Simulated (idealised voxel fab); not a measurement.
process module | voxel released beams
cross-section cut | 290 nm wide | cells 5 nm
A cross-section is a grid of square cells, given in bands from the top down. A band is one or more rows of cells.
Each band's line starts with the height of the band's top and of its bottom, in nm. Then come its materials from left to right, each with its width in nm. One material with "throughout" fills the band from edge to edge. "air" is empty space.
Height 0 is the level under which the wafer as received is all one material. The lowest band goes on downwards, as in "0 down".
A width such as "30 to 40" changes by the same amount from each row of cells to the next, from the band's top row to its bottom row.
"no change" after a step means that no cell of the cross-section changed.
closed voids: empty space of 8 cells or more with no open way to the top, each as width x height at its distance from the left edge, in nm
after a step's settings: what the simulator itself notes on the step
overlay nm, on a step with a mask: how far to the right of its planned place the mask lay; to the left if negative
plan
1 op RECEIVE | material Si
2 op CONFORMAL_DEP | material SiN | thk nm 10
3 op DIRECTIONAL_DEP | material SiO2 | thk nm 10
4 op MASKED_ETCH | tone open | mask id ANCHOR | width nm 45 | etch materials SiO2 | depth nm 10 | overlay nm 0
5 op CONFORMAL_DEP | material polySi | thk nm 15
6 op MASKED_ETCH | tone cover | mask id BEAM | width nm 90 | etch materials polySi | depth nm 15 | overlay nm 0
7 op STRIP | etch materials SiO2
as received, after step 1
  0 down: Si throughout
  closed voids: none
a wafer at the end: this start, this plan, one mistake
  35 to 25: air 95 | polySi 30 | air 15 | polySi 45 | air 105
  25 to 20: air 95 | polySi 90 | air 105
  20 to 10: air 110 | polySi 45 | air 135
  10 to 0: SiN throughout
  0 down: Si throughout
  closed voids: none
what went wrong: step 4 ran as: op MASKED_ETCH | tone open | mask id ANCHOR | width nm 45 | etch materials SiO2 | depth nm 10 | overlay nm 10
